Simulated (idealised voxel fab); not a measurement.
Herein follows the process module entitled voxel tone inversion.
It is cross-section cut that appears here, measuring 295 nm in width, its square cells being 5 nm in size.
Bands, listed from the top down, are how a cross-section gets written in this document; the cross-section itself is a grid of square cells, and a band is one or more rows of them.
Within each band entry, the heights of the top and of the bottom of the band appear first, in that order and in nm; the materials of the band then follow from left to right, each with its corresponding width in nm. The designation "edge to edge" on a single material indicates that it fills the band from edge to edge; the designation "air" indicates empty space.
Heads up on the height convention: 0 is the point under which the incoming wafer is all one material, and the lowest band has no bottom, it just keeps going down, like "0..down".
It should be noted that a width expressed as "30 to 40" varies in equal increments from row to row of cells within the band, taking the value of the first number at the top row and that of the second number at the bottom row.
"nothing altered", as given for a step, is the statement that not any cell of the cross-section underwent a change during that step.
"Sealed internal voids" - sealed voids, min. 8 cells, no opening to top; format: width x height at distance (distance from left edge; nm throughout).
after a step's settings: what the simulator itself notes on the step
The setting "overlay nm" may be written on the line of a step. When the step uses a mask, the value reports how far to the right of the planned place the mask lay, and a negative value reports that it lay to the left.
### Planned step list for the process
- 1: RECEIVE, material Si
- 2: CONFORMAL_DEP, material SiN, thk nm 10
- 3: DIRECTIONAL_DEP, material polySi, thk nm 15
- 4: PATTERN, tone cover, mask id POSTS, material resist, width nm 15, pitch nm 40, thk nm 25, overlay nm 0
- 5: DIRECTIONAL_ETCH, etch materials polySi, depth nm 15
- 6: STRIP, etch materials resist
- 7: FILL_DEP, material lowk, thk nm 5
- 8: CMP, height nm 25
- 9: STRIP, etch materials polySi
- 10: CONFORMAL_DEP, material TiN, thk nm 5
- 11: FILL_DEP, material Ru, thk nm 5
- 12: CMP, height nm 25
- 13: CONFORMAL_DEP, material SiN, thk nm 5
Same starting wafers, different width nm at step 4. Plan value belongs to the first wafer.
### The first of several wafers, as received after step 1, seen in section
	0..down  Si edge to edge
	Sealed internal voids: none
### Shown in cross-section: the first of several wafers at the end of the module, after its last step, step 13
	30..25  SiN edge to edge
	25..15  120 lowk, then 5 TiN, then 5 Ru, then 5 TiN, then 25 lowk, then 5 TiN, then 5 Ru, then 5 TiN, then 120 lowk
	15..10  120 lowk, then 15 TiN, then 25 lowk, then 15 TiN, then 120 lowk
	10..0  SiN edge to edge
	0..down  Si edge to edge
	Sealed internal voids: none
### Cross-sectional view, end of module, last wafer of several
	30..25  SiN edge to edge
	25..15  115 lowk, then 5 TiN, then 15 Ru, then 5 TiN, then 15 lowk, then 5 TiN, then 15 Ru, then 5 TiN, then 115 lowk
	15..10  115 lowk, then 25 TiN, then 15 lowk, then 25 TiN, then 115 lowk
	10..0  SiN edge to edge
	0..down  Si edge to edge
	Sealed internal voids: none
### Below is a per-wafer table. In it, each row describes the wafer at the end of the module by giving, for each material, the number of cells gained (+) or lost (-) since the wafer was received, and after that the closed voids of the wafer
width nm 15; +4 Ru; +177 SiN; +14 TiN; +159 lowk; Sealed internal voids: none
width nm 20; +8 Ru; +177 SiN; +16 TiN; +153 lowk; Sealed internal voids: none
width nm 25; +12 Ru; +177 SiN; +18 TiN; +147 lowk; Sealed internal voids: none
